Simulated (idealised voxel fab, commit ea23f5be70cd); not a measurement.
process module | voxel quadruple lines
cross-section cut | 140 nm wide | cells 5 nm
A cross-section is a grid of square cells, given in bands from the top down. A band is one or more rows of cells.
Each band's line starts with the height of the band's top and of its bottom, in nm. Then come its materials from left to right, each with its width in nm. One material with "throughout" fills the band from edge to edge. "air" is empty space.
Height 0 is the level under which the wafer as received is all one material. The lowest band goes on downwards, as in "0 down".
A width such as "30 to 40" changes by the same amount from each row of cells to the next, from the band's top row to its bottom row.
"no change" after a step means that no cell of the cross-section changed.
closed voids: empty space of 8 cells or more with no open way to the top, each as width x height at its distance from the left edge, in nm
after a step's settings: what the simulator itself notes on the step
overlay nm, on a step with a mask: how far to the right of its planned place the mask lay; to the left if negative
plan
1 op RECEIVE | material Si
2 op CONFORMAL_DEP | material Al2O3 | thk nm 10
3 op DIRECTIONAL_DEP | material W | thk nm 15
4 op DIRECTIONAL_DEP | material polySi | thk nm 20
5 op DIRECTIONAL_DEP | material aC | thk nm 20
6 op PATTERN | tone cover | mask id MANDREL | material resist | width nm 20 | thk nm 25 | overlay nm 0
7 op DIRECTIONAL_ETCH | etch materials aC | depth nm 20
8 op STRIP | etch materials resist
9 op CONFORMAL_DEP | material SiO2 | thk nm 10
10 op DIRECTIONAL_ETCH | etch materials SiO2 | depth nm 10
11 op STRIP | etch materials aC
12 op DIRECTIONAL_ETCH | etch materials polySi | depth nm 20
13 op STRIP | etch materials SiO2
14 op CONFORMAL_DEP | material SiN | thk nm 5
15 op DIRECTIONAL_ETCH | etch materials SiN | depth nm 5
16 op STRIP | etch materials polySi
17 op DIRECTIONAL_ETCH | etch materials W | depth nm 15
18 op STRIP | etch materials SiN
19 op FILL_DEP | material lowk | thk nm 5
20 op CMP | height nm 25
as received, after step 1
  0 down: Si throughout
  closed voids: none
a wafer at the end: this start, this plan, one mistake
  25 to 10: lowk 50 | W 10 | lowk 20 | W 10 | lowk 50
  10 to 0: Al2O3 throughout
  0 down: Si throughout
  closed voids: none
what went wrong: step 16 ran as: op STRIP | etch materials SiN
